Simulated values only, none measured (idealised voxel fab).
process module | voxel ribs on slabs
cross-section cut | 140 nm wide | cells 5 nm
A cross-section is a grid of square cells, given in bands from the top down. A band is one or more rows of cells.
Each band's line starts with the height of the band's top and of its bottom, in nm. Then come its materials from left to right, each with its width in nm. One material with "throughout" fills the band from edge to edge. "air" is empty space.
Height 0 is the level under which the wafer as received is all one material. The lowest band goes on downwards, as in "0 down".
A width such as "30 to 40" changes by the same amount from each row of cells to the next, from the band's top row to its bottom row.
"no change" after a step means that no cell of the cross-section changed.
closed voids: empty space of 8 cells or more with no open way to the top, each as width x height at its distance from the left edge, in nm
after a step's settings: what the simulator itself notes on the step
overlay nm, on a step with a mask: how far to the right of its planned place the mask lay; to the left if negative
plan
1 op RECEIVE | material Si
2 op DIRECTIONAL_DEP | material SiO2 | thk nm 20
3 op DIRECTIONAL_DEP | material SiN | thk nm 20
4 op PATTERN | tone cover | mask id RIB | material resist | width nm 25 | thk nm 15 | overlay nm 0
5 op DIRECTIONAL_ETCH | etch materials SiN | depth nm 15
6 op STRIP | etch materials resist
7 op MASKED_ETCH | tone cover | mask id SLAB | width nm 55 | etch materials SiN | depth nm 5 | overlay nm 0
8 op FILL_DEP | material SiO2 | thk nm 15
9 op CMP | height nm 50
10 op DIRECTIONAL_DEP | material TiN | thk nm 5
11 op DIRECTIONAL_DEP | material aC | thk nm 15
12 op PATTERN | tone cover | mask id HEATER | material resist | width nm 35 | thk nm 35 | overlay nm 0
13 op DIRECTIONAL_ETCH | etch materials aC | depth nm 15
14 op STRIP | etch materials resist
15 op DIRECTIONAL_ETCH | etch materials TiN | depth nm 5
16 op STRIP | etch materials aC
17 op CONFORMAL_DEP | material SiN | thk nm 10
as received, after step 1
  0 down: Si throughout
  closed voids: none
a wafer at the end: this start, this plan, one mistake
  65 to 60: air 40 | SiN 55 | air 45
  60 to 55: SiN throughout
  55 to 50: SiN 50 | TiN 35 | SiN 55
  50 to 40: SiO2 55 to 40 | SiN 25 to 55 | SiO2 60 to 45
  40 to 0: SiO2 throughout
  0 down: Si throughout
  closed voids: none
what went wrong: step 2 was run twice
